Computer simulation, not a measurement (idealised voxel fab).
Process module, titled voxel trench capacitor
The figure presents cross-section cut, which has a width of 145 nm and is divided into square cells with an edge length of 5 nm.
Format of a cross-section: grid, square cells. Given as bands. Order: top down. Band: one or more rows of cells.
It is stipulated that each band's entry specify, in nanometres, the height of the top of the band and then that of its bottom, followed by the materials of the band in left-to-right sequence, each together with its width in nanometres. A single material marked by the word "everywhere" is understood to fill the band from edge to edge; the word "air" is understood to denote empty space.
Below 0: as-received wafer, all one material; heights counted from there. Lowest band: no bottom, goes on down, written "0 nm and below".
The expression "30 to 40" gives the width at the extremes of the band, the first number at its top row of cells and the second at its bottom row, with the width changing by equal amounts from each row to the next in between.
Reading "same as before" for a step: not a cell of the cross-section changed in it.
Any empty space of 8 cells or more lacking an open way to the top shows up in "Enclosed cavities" as width x height at distance, distance from the left edge, in nm.
Heads up: the bit after the settings on a step's line is the simulator's remark on that step.
"overlay nm" denotes, for a step that has a mask, the displacement of the mask to the right of its planned place, with negative values corresponding to the left.
-- Steps planned for the process
1. RECEIVE,material Si
2. CONFORMAL_DEP,material SiN,thk nm 10
3. MASKED_ETCH,tone open,mask id TRENCH,width nm 30,pitch nm 45,etch materials SiN,depth nm 10,overlay nm 0
4. MASKED_ETCH,tone open,mask id TRENCH,width nm 30,pitch nm 45,etch materials Si,depth nm 40,overlay nm 0
5. CONFORMAL_DEP,material HfO2,thk nm 5
6. CONFORMAL_DEP,material TiN,thk nm 5
7. FILL_DEP,material W,thk nm 10
8. CMP,height nm 10
-- Below: the first of two wafers, run as planned
-- Cross-section of the wafer at receipt, which is the condition after step 1
	0 nm and below = Si everywhere
	Enclosed cavities: none
-- Wafer xsec, post step 2
	10 nm to 0 nm = SiN everywhere
	Below 0 it's all the same as before, nothing changed down there.
-- Wafer xsec, post step 3
	10 nm to 0 nm = SiN=35 | air=30 | SiN=15 | air=30 | SiN=35
	Below 0 it's all the same as before, nothing changed down there.
-- Wafer xsec, post step 4
	10 nm to 0 nm = SiN=35 | air=30 | SiN=15 | air=30 | SiN=35
	0 nm to -40 nm = Si=35 | air=30 | Si=15 | air=30 | Si=35
	Below -40 it's all the same as before, nothing changed down there.
-- Wafer xsec, post step 5
	15 nm to 10 nm = HfO2=40 | air=20 | HfO2=25 | air=20 | HfO2=40
	10 nm to 0 nm = SiN=35 | HfO2=5 | air=20 | HfO2=5 | SiN=15 | HfO2=5 | air=20 | HfO2=5 | SiN=35
	0 nm to -35 nm = Si=35 | HfO2=5 | air=20 | HfO2=5 | Si=15 | HfO2=5 | air=20 | HfO2=5 | Si=35
	-35 nm to -40 nm = Si=35 | HfO2=30 | Si=15 | HfO2=30 | Si=35
	Below -40 it's all the same as before, nothing changed down there.
-- Wafer xsec, post step 6
	20 nm to 15 nm = TiN=45 | air=10 | TiN=35 | air=10 | TiN=45
	15 nm to 10 nm = HfO2=40 | TiN=5 | air=10 | TiN=5 | HfO2=25 | TiN=5 | air=10 | TiN=5 | HfO2=40
	10 nm to 0 nm = SiN=35 | HfO2=5 | TiN=5 | air=10 | TiN=5 | HfO2=5 | SiN=15 | HfO2=5 | TiN=5 | air=10 | TiN=5 | HfO2=5 | SiN=35
	0 nm to -30 nm = Si=35 | HfO2=5 | TiN=5 | air=10 | TiN=5 | HfO2=5 | Si=15 | HfO2=5 | TiN=5 | air=10 | TiN=5 | HfO2=5 | Si=35
	-30 nm to -35 nm = Si=35 | HfO2=5 | TiN=20 | HfO2=5 | Si=15 | HfO2=5 | TiN=20 | HfO2=5 | Si=35
	Below -35 it's all the same as before, nothing changed down there.
-- Wafer xsec, post step 7
	30 nm to 20 nm = W everywhere
	20 nm to 15 nm = TiN=45 | W=10 | TiN=35 | W=10 | TiN=45
	15 nm to 10 nm = HfO2=40 | TiN=5 | W=10 | TiN=5 | HfO2=25 | TiN=5 | W=10 | TiN=5 | HfO2=40
	10 nm to 0 nm = SiN=35 | HfO2=5 | TiN=5 | W=10 | TiN=5 | HfO2=5 | SiN=15 | HfO2=5 | TiN=5 | W=10 | TiN=5 | HfO2=5 | SiN=35
	0 nm to -30 nm = Si=35 | HfO2=5 | TiN=5 | W=10 | TiN=5 | HfO2=5 | Si=15 | HfO2=5 | TiN=5 | W=10 | TiN=5 | HfO2=5 | Si=35
	Below -30 it's all the same as before, nothing changed down there.
-- Wafer xsec, post step 8
	10 nm to 0 nm = SiN=35 | HfO2=5 | TiN=5 | W=10 | TiN=5 | HfO2=5 | SiN=15 | HfO2=5 | TiN=5 | W=10 | TiN=5 | HfO2=5 | SiN=35
	Below 0 it's all the same as before, nothing changed down there.
-- Second Wafer (Identical Start and Plan, One Processing Error; Matches First Wafer Through Step 2)
-- Cross-section of the second wafer when, according to plan, step 3 should have finished
	10 nm to 0 nm = air=35 | SiN=30 | air=15 | SiN=30 | air=35
	Below 0 it's all the same as before, nothing changed down there.
Cross-section of the second wafer when, according to plan, step 4 should have finished: same as before
-- Cross-section of the second wafer when, according to plan, step 5 should have finished
	15 nm to 10 nm = air=30 | HfO2=40 | air=5 | HfO2=40 | air=30
	10 nm to 5 nm = air=30 | HfO2=5 | SiN=30 | HfO2=5 | air=5 | HfO2=5 | SiN=30 | HfO2=5 | air=30
	5 nm to 0 nm = HfO2=35 | SiN=30 | HfO2=15 | SiN=30 | HfO2=35
	Below 0 it's all the same as before, nothing changed down there.
-- Cross-section of the second wafer when, according to plan, step 6 should have finished
	20 nm to 15 nm = air=25 | TiN=95 | air=25
	15 nm to 10 nm = air=25 | TiN=5 | HfO2=40 | TiN=5 | HfO2=40 | TiN=5 | air=25
	10 nm to 5 nm = TiN=30 | HfO2=5 | SiN=30 | HfO2=5 | TiN=5 | HfO2=5 | SiN=30 | HfO2=5 | TiN=30
	Below 5 it's all the same as before, nothing changed down there.
-- Cross-section of the second wafer when, according to plan, step 7 should have finished
	30 nm to 20 nm = W everywhere
	20 nm to 15 nm = W=25 | TiN=95 | W=25
	15 nm to 10 nm = W=25 | TiN=5 | HfO2=40 | TiN=5 | HfO2=40 | TiN=5 | W=25
	Below 10 it's all the same as before, nothing changed down there.
-- Cross-section of the second wafer when, according to plan, step 8 should have finished
	10 nm to 5 nm = TiN=30 | HfO2=5 | SiN=30 | HfO2=5 | TiN=5 | HfO2=5 | SiN=30 | HfO2=5 | TiN=30
	Below 5 it's all the same as before, nothing changed down there.
What was done differently from what was planned? step 3 deviated from plan and actually ran as MASKED_ETCH,tone cover,mask id TRENCH,width nm 30,pitch nm 45,etch materials SiN,depth nm 10,overlay nm 0
At the finish, the second wafer shows more or fewer cells for some materials than the first does: HfO2 -27, Si +96, SiN -10, TiN -27, W -32
